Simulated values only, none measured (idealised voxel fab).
process module | voxel gate over fins
We display cut, a cross-section 195 nm in width whose square cells are each 5 nm.
This document writes a cross-section as a grid whose cells are square, and gives it as bands, listed from the top down; one or more rows of cells form a band.
Band entry format. Leading values: height of top, height of bottom, nm. Remainder: materials in left-to-right order, each with its width in nm. Special words: "throughout" on a single material, which then fills the band edge to edge; "blank", empty space.
Basically, 0 is our baseline, since under it the wafer straight out of the box is all one material. The bottom band has no lower end and keeps on going down, so it looks like "z 0 and below".
Width "30..40": first value at the band's top row of cells, second value at its bottom row, equal change from row to row.
Basically "no change occurred" means that step didn't change any cell in the cross-section.
If an empty space has no open way to the top and is at least 8 cells in size, "Sealed void listing" lists it, written width x height at distance, where distance is measured from the left edge and every value is in nm.
Anything after a step's settings on that line? It's the simulator's own note about the step.
"overlay nm" denotes, for a step that has a mask, the displacement of the mask to the right of its planned place, with negative values corresponding to the left.
The following list gives the planned process steps
| 1 | RECEIVE (material Si) |
| 2 | CONFORMAL_DEP (material SiN; thk nm 5) |
| 3 | PATTERN (tone cover; mask id FINS; material resist; width nm 15; pitch nm 60; thk nm 15; overlay nm 0) |
| 4 | DIRECTIONAL_ETCH (etch materials SiN; depth nm 5) |
| 5 | DIRECTIONAL_ETCH (etch materials Si; depth nm 40) |
| 6 | STRIP (etch materials resist) |
| 7 | FILL_DEP (material SiO2; thk nm 15) |
| 8 | CMP (height nm 5) |
| 9 | PATTERN (tone open; mask id RAIL; material resist; width nm 15; thk nm 15; overlay nm 0) |
| 10 | DIRECTIONAL_ETCH (etch materials SiO2; depth nm 40) |
| 11 | STRIP (etch materials resist) |
| 12 | CONFORMAL_DEP (material TiN; thk nm 5) |
| 13 | FILL_DEP (material W; thk nm 5) |
| 14 | CMP (height nm 5) |
| 15 | SELECTIVE_ETCH (etch materials W Ru TiN; depth nm 25) |
| 16 | FILL_DEP (material SiO2; thk nm 5) |
| 17 | CMP (height nm 5) |
| 18 | SELECTIVE_ETCH (etch materials SiO2; depth nm 20) |
| 19 | STRIP (etch materials SiN) |
| 20 | CONFORMAL_DEP (material HfO2; thk nm 5) |
| 21 | CONFORMAL_DEP (material TiN; thk nm 5) |
| 22 | CONFORMAL_DEP (material TiAl; thk nm 5) |
| 23 | CONFORMAL_DEP (material TiN; thk nm 5) |
| 24 | FILL_DEP (material W; thk nm 10) |
| 25 | CMP (height nm 25) |
| 26 | CONFORMAL_DEP (material SiCN; thk nm 5) |
First of the two wafers, run per plan
As-received state of the wafer in cross-section, equivalent to post-step 1
z 0 and below: Si throughout
Sealed void listing: none
Wafer section view after processing step 2
z 5 to 0: SiN throughout
Beneath the level 0, the cross-section is identical to its previous state.
Wafer section view after processing step 3
z 20 to 5: blank 30 nm; resist 15 nm; blank 45 nm; resist 15 nm; blank 45 nm; resist 15 nm; blank 30 nm
Beneath the level 5, the cross-section is identical to its previous state.
Wafer section view after processing step 4
z 20 to 5: blank 30 nm; resist 15 nm; blank 45 nm; resist 15 nm; blank 45 nm; resist 15 nm; blank 30 nm
z 5 to 0: blank 30 nm; SiN 15 nm; blank 45 nm; SiN 15 nm; blank 45 nm; SiN 15 nm; blank 30 nm
Beneath the level 0, the cross-section is identical to its previous state.
Wafer section view after processing step 5
z 20 to 5: blank 30 nm; resist 15 nm; blank 45 nm; resist 15 nm; blank 45 nm; resist 15 nm; blank 30 nm
z 5 to 0: blank 30 nm; SiN 15 nm; blank 45 nm; SiN 15 nm; blank 45 nm; SiN 15 nm; blank 30 nm
z 0 to -40: blank 30 nm; Si 15 nm; blank 45 nm; Si 15 nm; blank 45 nm; Si 15 nm; blank 30 nm
Beneath the level -40, the cross-section is identical to its previous state.
Wafer section view after processing step 6
z 5 to 0: blank 30 nm; SiN 15 nm; blank 45 nm; SiN 15 nm; blank 45 nm; SiN 15 nm; blank 30 nm
Beneath the level 0, the cross-section is identical to its previous state.
Wafer section view after processing step 7
z 20 to 5: SiO2 throughout
z 5 to 0: SiO2 30 nm; SiN 15 nm; SiO2 45 nm; SiN 15 nm; SiO2 45 nm; SiN 15 nm; SiO2 30 nm
z 0 to -40: SiO2 30 nm; Si 15 nm; SiO2 45 nm; Si 15 nm; SiO2 45 nm; Si 15 nm; SiO2 30 nm
Beneath the level -40, the cross-section is identical to its previous state.
Wafer section view after processing step 8
z 5 to 0: SiO2 30 nm; SiN 15 nm; SiO2 45 nm; SiN 15 nm; SiO2 45 nm; SiN 15 nm; SiO2 30 nm
Beneath the level 0, the cross-section is identical to its previous state.
Wafer section view after processing step 9
z 20 to 5: resist 60 nm; blank 15 nm; resist 120 nm
Beneath the level 5, the cross-section is identical to its previous state.
Wafer section view after processing step 10
z 20 to 5: resist 60 nm; blank 15 nm; resist 120 nm
z 5 to 0: SiO2 30 nm; SiN 15 nm; SiO2 15 nm; blank 15 nm; SiO2 15 nm; SiN 15 nm; SiO2 45 nm; SiN 15 nm; SiO2 30 nm
z 0 to -35: SiO2 30 nm; Si 15 nm; SiO2 15 nm; blank 15 nm; SiO2 15 nm; Si 15 nm; SiO2 45 nm; Si 15 nm; SiO2 30 nm
Beneath the level -35, the cross-section is identical to its previous state.
Wafer section view after processing step 11
z 5 to 0: SiO2 30 nm; SiN 15 nm; SiO2 15 nm; blank 15 nm; SiO2 15 nm; SiN 15 nm; SiO2 45 nm; SiN 15 nm; SiO2 30 nm
Beneath the level 0, the cross-section is identical to its previous state.
Wafer section view after processing step 12
z 10 to 5: TiN 65 nm; blank 5 nm; TiN 125 nm
z 5 to 0: SiO2 30 nm; SiN 15 nm; SiO2 15 nm; TiN 5 nm; blank 5 nm; TiN 5 nm; SiO2 15 nm; SiN 15 nm; SiO2 45 nm; SiN 15 nm; SiO2 30 nm
z 0 to -30: SiO2 30 nm; Si 15 nm; SiO2 15 nm; TiN 5 nm; blank 5 nm; TiN 5 nm; SiO2 15 nm; Si 15 nm; SiO2 45 nm; Si 15 nm; SiO2 30 nm
z -30 to -35: SiO2 30 nm; Si 15 nm; SiO2 15 nm; TiN 15 nm; SiO2 15 nm; Si 15 nm; SiO2 45 nm; Si 15 nm; SiO2 30 nm
Beneath the level -35, the cross-section is identical to its previous state.
Wafer section view after processing step 13
z 15 to 10: W throughout
z 10 to 5: TiN 65 nm; W 5 nm; TiN 125 nm
z 5 to 0: SiO2 30 nm; SiN 15 nm; SiO2 15 nm; TiN 5 nm; W 5 nm; TiN 5 nm; SiO2 15 nm; SiN 15 nm; SiO2 45 nm; SiN 15 nm; SiO2 30 nm
z 0 to -30: SiO2 30 nm; Si 15 nm; SiO2 15 nm; TiN 5 nm; W 5 nm; TiN 5 nm; SiO2 15 nm; Si 15 nm; SiO2 45 nm; Si 15 nm; SiO2 30 nm
Beneath the level -30, the cross-section is identical to its previous state.
Wafer section view after processing step 14
z 5 to 0: SiO2 30 nm; SiN 15 nm; SiO2 15 nm; TiN 5 nm; W 5 nm; TiN 5 nm; SiO2 15 nm; SiN 15 nm; SiO2 45 nm; SiN 15 nm; SiO2 30 nm
Beneath the level 0, the cross-section is identical to its previous state.
Wafer section view after processing step 15
z 5 to 0: SiO2 30 nm; SiN 15 nm; SiO2 15 nm; blank 15 nm; SiO2 15 nm; SiN 15 nm; SiO2 45 nm; SiN 15 nm; SiO2 30 nm
z 0 to -20: SiO2 30 nm; Si 15 nm; SiO2 15 nm; blank 15 nm; SiO2 15 nm; Si 15 nm; SiO2 45 nm; Si 15 nm; SiO2 30 nm
Beneath the level -20, the cross-section is identical to its previous state.
Wafer section view after processing step 16
z 10 to 5: SiO2 throughout
z 5 to 0: SiO2 30 nm; SiN 15 nm; SiO2 45 nm; SiN 15 nm; SiO2 45 nm; SiN 15 nm; SiO2 30 nm
z 0 to -20: SiO2 30 nm; Si 15 nm; SiO2 45 nm; Si 15 nm; SiO2 45 nm; Si 15 nm; SiO2 30 nm
Beneath the level -20, the cross-section is identical to its previous state.
Wafer section view after processing step 17
z 5 to 0: SiO2 30 nm; SiN 15 nm; SiO2 45 nm; SiN 15 nm; SiO2 45 nm; SiN 15 nm; SiO2 30 nm
Beneath the level 0, the cross-section is identical to its previous state.
Wafer section view after processing step 18
z 5 to 0: blank 30 nm; SiN 15 nm; blank 45 nm; SiN 15 nm; blank 45 nm; SiN 15 nm; blank 30 nm
z 0 to -15: blank 30 nm; Si 15 nm; blank 45 nm; Si 15 nm; blank 45 nm; Si 15 nm; blank 30 nm
Beneath the level -15, the cross-section is identical to its previous state.
Wafer section view after processing step 19
z 0 to -15: blank 30 nm; Si 15 nm; blank 45 nm; Si 15 nm; blank 45 nm; Si 15 nm; blank 30 nm
Beneath the level -15, the cross-section is identical to its previous state.
Wafer section view after processing step 20
z 5 to 0: blank 25 nm; HfO2 25 nm; blank 35 nm; HfO2 25 nm; blank 35 nm; HfO2 25 nm; blank 25 nm
z 0 to -10: blank 25 nm; HfO2 5 nm; Si 15 nm; HfO2 5 nm; blank 35 nm; HfO2 5 nm; Si 15 nm; HfO2 5 nm; blank 35 nm; HfO2 5 nm; Si 15 nm; HfO2 5 nm; blank 25 nm
z -10 to -15: HfO2 30 nm; Si 15 nm; HfO2 45 nm; Si 15 nm; HfO2 45 nm; Si 15 nm; HfO2 30 nm
Beneath the level -15, the cross-section is identical to its previous state.
Wafer section view after processing step 21
z 10 to 5: blank 20 nm; TiN 35 nm; blank 25 nm; TiN 35 nm; blank 25 nm; TiN 35 nm; blank 20 nm
z 5 to 0: blank 20 nm; TiN 5 nm; HfO2 25 nm; TiN 5 nm; blank 25 nm; TiN 5 nm; HfO2 25 nm; TiN 5 nm; blank 25 nm; TiN 5 nm; HfO2 25 nm; TiN 5 nm; blank 20 nm
z 0 to -5: blank 20 nm; TiN 5 nm; HfO2 5 nm; Si 15 nm; HfO2 5 nm; TiN 5 nm; blank 25 nm; TiN 5 nm; HfO2 5 nm; Si 15 nm; HfO2 5 nm; TiN 5 nm; blank 25 nm; TiN 5 nm; HfO2 5 nm; Si 15 nm; HfO2 5 nm; TiN 5 nm; blank 20 nm
z -5 to -10: TiN 25 nm; HfO2 5 nm; Si 15 nm; HfO2 5 nm; TiN 35 nm; HfO2 5 nm; Si 15 nm; HfO2 5 nm; TiN 35 nm; HfO2 5 nm; Si 15 nm; HfO2 5 nm; TiN 25 nm
Beneath the level -10, the cross-section is identical to its previous state.
Wafer section view after processing step 22
z 15 to 10: blank 15 nm; TiAl 45 nm; blank 15 nm; TiAl 45 nm; blank 15 nm; TiAl 45 nm; blank 15 nm
z 10 to 5: blank 15 nm; TiAl 5 nm; TiN 35 nm; TiAl 5 nm; blank 15 nm; TiAl 5 nm; TiN 35 nm; TiAl 5 nm; blank 15 nm; TiAl 5 nm; TiN 35 nm; TiAl 5 nm; blank 15 nm
z 5 to 0: blank 15 nm; TiAl 5 nm; TiN 5 nm; HfO2 25 nm; TiN 5 nm; TiAl 5 nm; blank 15 nm; TiAl 5 nm; TiN 5 nm; HfO2 25 nm; TiN 5 nm; TiAl 5 nm; blank 15 nm; TiAl 5 nm; TiN 5 nm; HfO2 25 nm; TiN 5 nm; TiAl 5 nm; blank 15 nm
z 0 to -5: TiAl 20 nm; TiN 5 nm; HfO2 5 nm; Si 15 nm; HfO2 5 nm; TiN 5 nm; TiAl 25 nm; TiN 5 nm; HfO2 5 nm; Si 15 nm; HfO2 5 nm; TiN 5 nm; TiAl 25 nm; TiN 5 nm; HfO2 5 nm; Si 15 nm; HfO2 5 nm; TiN 5 nm; TiAl 20 nm
Beneath the level -5, the cross-section is identical to its previous state.
Wafer section view after processing step 23
z 20 to 15: blank 10 nm; TiN 55 nm; blank 5 nm; TiN 55 nm; blank 5 nm; TiN 55 nm; blank 10 nm
z 15 to 10: blank 10 nm; TiN 5 nm; TiAl 45 nm; TiN 5 nm; blank 5 nm; TiN 5 nm; TiAl 45 nm; TiN 5 nm; blank 5 nm; TiN 5 nm; TiAl 45 nm; TiN 5 nm; blank 10 nm
z 10 to 5: blank 10 nm; TiN 5 nm; TiAl 5 nm; TiN 35 nm; TiAl 5 nm; TiN 5 nm; blank 5 nm; TiN 5 nm; TiAl 5 nm; TiN 35 nm; TiAl 5 nm; TiN 5 nm; blank 5 nm; TiN 5 nm; TiAl 5 nm; TiN 35 nm; TiAl 5 nm; TiN 5 nm; blank 10 nm
z 5 to 0: TiN 15 nm; TiAl 5 nm; TiN 5 nm; HfO2 25 nm; TiN 5 nm; TiAl 5 nm; TiN 15 nm; TiAl 5 nm; TiN 5 nm; HfO2 25 nm; TiN 5 nm; TiAl 5 nm; TiN 15 nm; TiAl 5 nm; TiN 5 nm; HfO2 25 nm; TiN 5 nm; TiAl 5 nm; TiN 15 nm
Beneath the level 0, the cross-section is identical to its previous state.
Wafer section view after processing step 24
z 30 to 20: W throughout
z 20 to 15: W 10 nm; TiN 55 nm; W 5 nm; TiN 55 nm; W 5 nm; TiN 55 nm; W 10 nm
z 15 to 10: W 10 nm; TiN 5 nm; TiAl 45 nm; TiN 5 nm; W 5 nm; TiN 5 nm; TiAl 45 nm; TiN 5 nm; W 5 nm; TiN 5 nm; TiAl 45 nm; TiN 5 nm; W 10 nm
z 10 to 5: W 10 nm; TiN 5 nm; TiAl 5 nm; TiN 35 nm; TiAl 5 nm; TiN 5 nm; W 5 nm; TiN 5 nm; TiAl 5 nm; TiN 35 nm; TiAl 5 nm; TiN 5 nm; W 5 nm; TiN 5 nm; TiAl 5 nm; TiN 35 nm; TiAl 5 nm; TiN 5 nm; W 10 nm
Beneath the level 5, the cross-section is identical to its previous state.
Wafer section view after processing step 25
z 25 to 20: W throughout
Beneath the level 20, the cross-section is identical to its previous state.
Wafer section view after processing step 26
z 30 to 25: SiCN throughout
Beneath the level 25, the cross-section is identical to its previous state.
Second wafer. Start and plan as for the first. One mistake made in running. Agrees with the first up to and including step 14
Second wafer at the planned finish of step 15, seen in cross-section
z 5 to 0: SiO2 30 nm; SiN 15 nm; SiO2 15 nm; blank 15 nm; SiO2 15 nm; SiN 15 nm; SiO2 45 nm; SiN 15 nm; SiO2 30 nm
z 0 to -30: SiO2 30 nm; Si 15 nm; SiO2 15 nm; blank 15 nm; SiO2 15 nm; Si 15 nm; SiO2 45 nm; Si 15 nm; SiO2 30 nm
Beneath the level -30, the cross-section is identical to its previous state.
Second wafer at the planned finish of step 16, seen in cross-section
z 10 to 5: SiO2 throughout
z 5 to 0: SiO2 30 nm; SiN 15 nm; SiO2 45 nm; SiN 15 nm; SiO2 45 nm; SiN 15 nm; SiO2 30 nm
z 0 to -30: SiO2 30 nm; Si 15 nm; SiO2 45 nm; Si 15 nm; SiO2 45 nm; Si 15 nm; SiO2 30 nm
Beneath the level -30, the cross-section is identical to its previous state.
Second wafer at the planned finish of step 17, seen in cross-section
z 5 to 0: SiO2 30 nm; SiN 15 nm; SiO2 45 nm; SiN 15 nm; SiO2 45 nm; SiN 15 nm; SiO2 30 nm
Beneath the level 0, the cross-section is identical to its previous state.
Second wafer at the planned finish of step 18, seen in cross-section
z 5 to 0: blank 30 nm; SiN 15 nm; blank 45 nm; SiN 15 nm; blank 45 nm; SiN 15 nm; blank 30 nm
z 0 to -15: blank 30 nm; Si 15 nm; blank 45 nm; Si 15 nm; blank 45 nm; Si 15 nm; blank 30 nm
Beneath the level -15, the cross-section is identical to its previous state.
Second wafer at the planned finish of step 19, seen in cross-section
z 0 to -15: blank 30 nm; Si 15 nm; blank 45 nm; Si 15 nm; blank 45 nm; Si 15 nm; blank 30 nm
Beneath the level -15, the cross-section is identical to its previous state.
Second wafer at the planned finish of step 20, seen in cross-section
z 5 to 0: blank 25 nm; HfO2 25 nm; blank 35 nm; HfO2 25 nm; blank 35 nm; HfO2 25 nm; blank 25 nm
z 0 to -10: blank 25 nm; HfO2 5 nm; Si 15 nm; HfO2 5 nm; blank 35 nm; HfO2 5 nm; Si 15 nm; HfO2 5 nm; blank 35 nm; HfO2 5 nm; Si 15 nm; HfO2 5 nm; blank 25 nm
z -10 to -15: HfO2 30 nm; Si 15 nm; HfO2 45 nm; Si 15 nm; HfO2 45 nm; Si 15 nm; HfO2 30 nm
Beneath the level -15, the cross-section is identical to its previous state.
Second wafer at the planned finish of step 21, seen in cross-section
z 10 to 5: blank 20 nm; TiN 35 nm; blank 25 nm; TiN 35 nm; blank 25 nm; TiN 35 nm; blank 20 nm
z 5 to 0: blank 20 nm; TiN 5 nm; HfO2 25 nm; TiN 5 nm; blank 25 nm; TiN 5 nm; HfO2 25 nm; TiN 5 nm; blank 25 nm; TiN 5 nm; HfO2 25 nm; TiN 5 nm; blank 20 nm
z 0 to -5: blank 20 nm; TiN 5 nm; HfO2 5 nm; Si 15 nm; HfO2 5 nm; TiN 5 nm; blank 25 nm; TiN 5 nm; HfO2 5 nm; Si 15 nm; HfO2 5 nm; TiN 5 nm; blank 25 nm; TiN 5 nm; HfO2 5 nm; Si 15 nm; HfO2 5 nm; TiN 5 nm; blank 20 nm
z -5 to -10: TiN 25 nm; HfO2 5 nm; Si 15 nm; HfO2 5 nm; TiN 35 nm; HfO2 5 nm; Si 15 nm; HfO2 5 nm; TiN 35 nm; HfO2 5 nm; Si 15 nm; HfO2 5 nm; TiN 25 nm
Beneath the level -10, the cross-section is identical to its previous state.
Second wafer at the planned finish of step 22, seen in cross-section
z 15 to 10: blank 15 nm; TiAl 45 nm; blank 15 nm; TiAl 45 nm; blank 15 nm; TiAl 45 nm; blank 15 nm
z 10 to 5: blank 15 nm; TiAl 5 nm; TiN 35 nm; TiAl 5 nm; blank 15 nm; TiAl 5 nm; TiN 35 nm; TiAl 5 nm; blank 15 nm; TiAl 5 nm; TiN 35 nm; TiAl 5 nm; blank 15 nm
z 5 to 0: blank 15 nm; TiAl 5 nm; TiN 5 nm; HfO2 25 nm; TiN 5 nm; TiAl 5 nm; blank 15 nm; TiAl 5 nm; TiN 5 nm; HfO2 25 nm; TiN 5 nm; TiAl 5 nm; blank 15 nm; TiAl 5 nm; TiN 5 nm; HfO2 25 nm; TiN 5 nm; TiAl 5 nm; blank 15 nm
z 0 to -5: TiAl 20 nm; TiN 5 nm; HfO2 5 nm; Si 15 nm; HfO2 5 nm; TiN 5 nm; TiAl 25 nm; TiN 5 nm; HfO2 5 nm; Si 15 nm; HfO2 5 nm; TiN 5 nm; TiAl 25 nm; TiN 5 nm; HfO2 5 nm; Si 15 nm; HfO2 5 nm; TiN 5 nm; TiAl 20 nm
Beneath the level -5, the cross-section is identical to its previous state.
Second wafer at the planned finish of step 23, seen in cross-section
z 20 to 15: blank 10 nm; TiN 55 nm; blank 5 nm; TiN 55 nm; blank 5 nm; TiN 55 nm; blank 10 nm
z 15 to 10: blank 10 nm; TiN 5 nm; TiAl 45 nm; TiN 5 nm; blank 5 nm; TiN 5 nm; TiAl 45 nm; TiN 5 nm; blank 5 nm; TiN 5 nm; TiAl 45 nm; TiN 5 nm; blank 10 nm
z 10 to 5: blank 10 nm; TiN 5 nm; TiAl 5 nm; TiN 35 nm; TiAl 5 nm; TiN 5 nm; blank 5 nm; TiN 5 nm; TiAl 5 nm; TiN 35 nm; TiAl 5 nm; TiN 5 nm; blank 5 nm; TiN 5 nm; TiAl 5 nm; TiN 35 nm; TiAl 5 nm; TiN 5 nm; blank 10 nm
z 5 to 0: TiN 15 nm; TiAl 5 nm; TiN 5 nm; HfO2 25 nm; TiN 5 nm; TiAl 5 nm; TiN 15 nm; TiAl 5 nm; TiN 5 nm; HfO2 25 nm; TiN 5 nm; TiAl 5 nm; TiN 15 nm; TiAl 5 nm; TiN 5 nm; HfO2 25 nm; TiN 5 nm; TiAl 5 nm; TiN 15 nm
Beneath the level 0, the cross-section is identical to its previous state.
Second wafer at the planned finish of step 24, seen in cross-section
z 30 to 20: W throughout
z 20 to 15: W 10 nm; TiN 55 nm; W 5 nm; TiN 55 nm; W 5 nm; TiN 55 nm; W 10 nm
z 15 to 10: W 10 nm; TiN 5 nm; TiAl 45 nm; TiN 5 nm; W 5 nm; TiN 5 nm; TiAl 45 nm; TiN 5 nm; W 5 nm; TiN 5 nm; TiAl 45 nm; TiN 5 nm; W 10 nm
z 10 to 5: W 10 nm; TiN 5 nm; TiAl 5 nm; TiN 35 nm; TiAl 5 nm; TiN 5 nm; W 5 nm; TiN 5 nm; TiAl 5 nm; TiN 35 nm; TiAl 5 nm; TiN 5 nm; W 5 nm; TiN 5 nm; TiAl 5 nm; TiN 35 nm; TiAl 5 nm; TiN 5 nm; W 10 nm
Beneath the level 5, the cross-section is identical to its previous state.
Second wafer at the planned finish of step 25, seen in cross-section
z 25 to 20: W throughout
Beneath the level 20, the cross-section is identical to its previous state.
Second wafer at the planned finish of step 26, seen in cross-section
z 30 to 25: SiCN throughout
Beneath the level 25, the cross-section is identical to its previous state.
What broke from the plan during processing? for step 15, the planned setting was not used; the step was instead run as SELECTIVE_ETCH (etch materials W Ru TiN; depth nm 35)
Bottom line after processing is that, in cells, the second wafer is up or down on some materials versus the first: SiO2: 6 more | TiN: 4 fewer | W: 2 fewer
